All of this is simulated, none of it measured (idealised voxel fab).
Presented below is a process module, voxel transistor to metal.
Displayed cross-section: cut, width of 295 nm, square cells sized 5 nm.
Throughout this document, each cross-section is represented as a grid of square cells and is presented as a sequence of bands enumerated from the top downward, where a band comprises one or more rows of cells.
Heads up on the band format: heights come first, top then bottom, in nm. After that it's the materials left to right, each with its width in nm. A single material flagged "all across" fills the whole band edge to edge, and "air" means there's empty space there.
Height is counted from the level 0, under which the received wafer is composed throughout of one material. The lowest of the bands is not closed at the bottom but continues downward, in the notation "top 0, no bottom".
When a width is written as two numbers, as in "30->40", the first number is the width in the top row of cells of the band and the second is the width in its bottom row, and the width changes by the same amount from each row to the next.
Take "everything unchanged" at face value: in the step it is given for, the cross-section changed in none of its cells.
Any empty space of 8 cells or more lacking an open way to the top shows up in "Enclosed void catalog" as width x height at distance, distance from the left edge, in nm.
Post-settings text on a step line: simulator's own remark regarding the step.
overlay nm: where the mask lay relative to plan, measured to the right, on steps with a mask; negatives go left.

Planned process steps
1. RECEIVE | material Si
2. CONFORMAL_DEP | material SiO2 | thk nm 5
3. CONFORMAL_DEP | material SiN | thk nm 10
4. PATTERN | tone cover | mask id ACTIVE | material resist | width nm 110 | pitch nm 140 | thk nm 20 | overlay nm 0
5. DIRECTIONAL_ETCH | etch materials SiN | depth nm 10
6. DIRECTIONAL_ETCH | etch materials SiO2 | depth nm 5
7. DIRECTIONAL_ETCH | etch materials Si | depth nm 35
8. STRIP | etch materials resist
9. FILL_DEP | material SiO2 | thk nm 10
10. CMP | height nm 15
11. SELECTIVE_ETCH | etch materials SiO2 | depth nm 5
12. STRIP | etch materials SiN
13. SELECTIVE_ETCH | etch materials SiO2 | depth nm 5
14. OXIDIZE | depth nm 5
15. DIRECTIONAL_DEP | material polySi | thk nm 25
16. DIRECTIONAL_DEP | material SiCN | thk nm 15
17. PATTERN | tone cover | mask id GATE | material resist | width nm 30 | pitch nm 140 | thk nm 20 | overlay nm 0
18. DIRECTIONAL_ETCH | etch materials SiCN | depth nm 25
19. DIRECTIONAL_ETCH | etch materials polySi | depth nm 35
20. STRIP | etch materials resist
21. CONFORMAL_DEP | material SiO2 | thk nm 5
22. DIRECTIONAL_ETCH | etch materials SiO2 | depth nm 5
23. CONFORMAL_DEP | material SiN | thk nm 10
24. DIRECTIONAL_ETCH | etch materials SiN | depth nm 10
25. DIRECTIONAL_ETCH | etch materials SiO2 | depth nm 5
26. DIRECTIONAL_ETCH | etch materials Si | depth nm 10
27. EPI | material nSi | thk nm 10
28. FILL_DEP | material SiO2 | thk nm 10
29. CMP | height nm 25
30. STRIP | etch materials polySi
31. SELECTIVE_ETCH | etch materials SiO2 | depth nm 5
32. CONFORMAL_DEP | material HfO2 | thk nm 5
33. CONFORMAL_DEP | material TiN | thk nm 5
34. FILL_DEP | material W | thk nm 10
35. CMP | height nm 20
36. DIRECTIONAL_DEP | material SiO2 | thk nm 15
37. PATTERN | tone open | mask id CONTACT | material resist | width nm 15 | thk nm 15 | overlay nm 0
38. DIRECTIONAL_ETCH | etch materials SiO2 | depth nm 30
39. STRIP | etch materials resist
40. CONFORMAL_DEP | material TiN | thk nm 5
41. FILL_DEP | material W | thk nm 5
42. CMP | height nm 35
43. DIRECTIONAL_DEP | material TiN | thk nm 5
44. DIRECTIONAL_DEP | material W | thk nm 20
45. DIRECTIONAL_DEP | material aC | thk nm 10
46. PATTERN | tone cover | mask id METAL_1 | material resist | width nm 15 | thk nm 25 | overlay nm 0
47. DIRECTIONAL_ETCH | etch materials aC | depth nm 10
48. STRIP | etch materials resist
49. DIRECTIONAL_ETCH | etch materials W | depth nm 20
50. DIRECTIONAL_ETCH | etch materials TiN | depth nm 5
51. STRIP | etch materials aC
52. FILL_DEP | material lowk | thk nm 10
53. CMP | height nm 60
54. CONFORMAL_DEP | material SiCN | thk nm 5
55. DIRECTIONAL_DEP | material lowk | thk nm 35
56. MASKED_ETCH | tone open | mask id METAL_2 | width nm 15 | pitch nm 140 | etch materials lowk | depth nm 20 | overlay nm 0
57. PATTERN | tone open | mask id METAL_2_HOLES | material resist | width nm 15 | pitch nm 140 | thk nm 20 | overlay nm 0
58. DIRECTIONAL_ETCH | etch materials lowk | depth nm 15
59. DIRECTIONAL_ETCH | etch materials SiCN | depth nm 5
60. STRIP | etch materials resist
61. CONFORMAL_DEP | material TiN | thk nm 5
62. FILL_DEP | material Ru | thk nm 5
63. CMP | height nm 100
64. CONFORMAL_DEP | material SiCN | thk nm 5

Cross-section of the wafer upon arrival, representing the state reached after step 1
- top 0, no bottom  Si all across
- Enclosed void catalog: none

Cross-section at module end, one run error; start and plan unchanged from above
- top 105, bottom 100  SiCN all across
- top 100, bottom 65  lowk (25) / TiN (5) / Ru (5) / TiN (5) / lowk (125) / TiN (5) / Ru (5) / TiN (5) / lowk (115)
- top 65, bottom 60  SiCN (25) / TiN (15) / SiCN (125) / TiN (15) / SiCN (115)
- top 60, bottom 40  lowk (25) / W (15) / lowk (70) / W (15) / lowk (40) / W (15) / lowk (70) / W (15) / lowk (30)
- top 40, bottom 35  lowk (25) / TiN (15) / lowk (70) / TiN (15) / lowk (40) / TiN (15) / lowk (70) / TiN (15) / lowk (30)
- top 35, bottom 20  SiO2 (25) / TiN (5) / W (5) / TiN (5) / SiO2 (70) / TiN (5) / W (5) / TiN (5) / SiO2 (40) / TiN (5) / W (5) / TiN (5) / SiO2 (70) / TiN (5) / W (5) / TiN (5) / SiO2 (30)
- top 20, bottom 10  SiO2 (25) / TiN (5) / W (5) / TiN (5) / SiO2 (5) / SiN (10) / HfO2 (5) / TiN (5) / W (20) / TiN (5) / HfO2 (5) / SiN (10) / SiO2 (5) / TiN (5) / W (5) / TiN (5) / SiO2 (40) / TiN (5) / W (5) / TiN (5) / SiO2 (5) / SiN (10) / HfO2 (5) / TiN (5) / W (20) / TiN (5) / HfO2 (5) / SiN (10) / SiO2 (5) / TiN (5) / W (5) / TiN (5) / SiO2 (30)
- top 10, bottom 5  SiO2 (25) / TiN (15) / SiO2 (5) / SiN (10) / HfO2 (5) / TiN (30) / HfO2 (5) / SiN (10) / SiO2 (5) / TiN (15) / SiO2 (40) / TiN (15) / SiO2 (5) / SiN (10) / HfO2 (5) / TiN (30) / HfO2 (5) / SiN (10) / SiO2 (5) / TiN (15) / SiO2 (30)
- top 5, bottom 0  nSi (10) / SiN (10) / SiO2 (35) / HfO2 (40) / SiO2 (35) / SiN (10) / nSi (10) / SiN (10) / SiO2 (35) / HfO2 (40) / SiO2 (35) / SiN (10) / nSi (10) / SiO2 (5)
- top 0, bottom -5  nSi (10) / SiO2 (130) / nSi (10) / SiO2 (130) / nSi (10) / SiO2 (5)
- top -5, bottom -15  nSi (10) / Si (10) / SiO2 (110) / Si (10) / nSi (10) / Si (10) / SiO2 (110) / Si (10) / nSi (15)
- top -15, bottom -35  Si (20) / SiO2 (110) / Si (30) / SiO2 (110) / Si (25)
- top -35, no bottom  Si all across
- Enclosed void catalog: none
Where did the run depart from the plan? step 4 did not happen as planned, as run it was PATTERN | tone open | mask id ACTIVE | material resist | width nm 110 | pitch nm 140 | thk nm 20 | overlay nm 0
